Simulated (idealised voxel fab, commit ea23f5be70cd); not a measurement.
The document below concerns the process module designated voxel local oxidation.
Square cell edge 5 nm, section width 265 nm, ID cut.
This document writes a cross-section as a grid whose cells are square, and gives it as bands, listed from the top down; one or more rows of cells form a band.
Heights first: top, then bottom, in nm. Then materials, left to right, each with a width in nm. "all across" on a single material: fills the band edge to edge. "blank": empty space.
For the purposes of this specification, 0 denotes the height below which the wafer in its as-received condition is composed wholly of one material, and the lowermost band, lacking a lower limit, extends downward without end, as expressed in "0 down".
The width entry "30->40" should be interpreted row by row: the top row of cells in the band takes the first number, the bottom row takes the second number, and the change between adjacent rows is uniform throughout.
"nothing was modified", as given for a step, is the statement that not any cell of the cross-section underwent a change during that step.
Each empty space that has no open way to the top and spans at least 8 cells appears under "Enclosed void inventory" as width x height at distance, the distance counted from the left edge, all in nm.
The remark found on a step's line after its settings is issued by the simulator itself and pertains to that step.
The line of a step may include "overlay nm". On a step with a mask, this value is how far to the right of its planned place the mask lay. A negative value means the mask lay to the left.

## Here's what the planned process steps look like
1 op RECEIVE | material Si
2 op OXIDIZE | depth nm 5
3 op CONFORMAL_DEP | material SiN | thk nm 10
4 op MASKED_ETCH | tone cover | mask id ACTIVE | width nm 130 | etch materials SiN | depth nm 10 | overlay nm 0
5 op SELECTIVE_ETCH | etch materials SiO2 | depth nm 5
6 op OXIDIZE | depth nm 15
7 op STRIP | etch materials SiN

## Cross-section of the wafer upon arrival, representing the state reached after step 1
- 0 down: Si all across
- Enclosed void inventory: none

## What the wafer looks like in cross-section after this module, when it starts as shown above and follows the plan above but one mistake is made in running it
- 5 to -5: SiO2 all across
- -5 down: Si all across
- Enclosed void inventory: none
Where did the run depart from the plan? in deviation from the planned setting, step 3 was conducted as op CONFORMAL_DEP | material SiO2 | thk nm 10
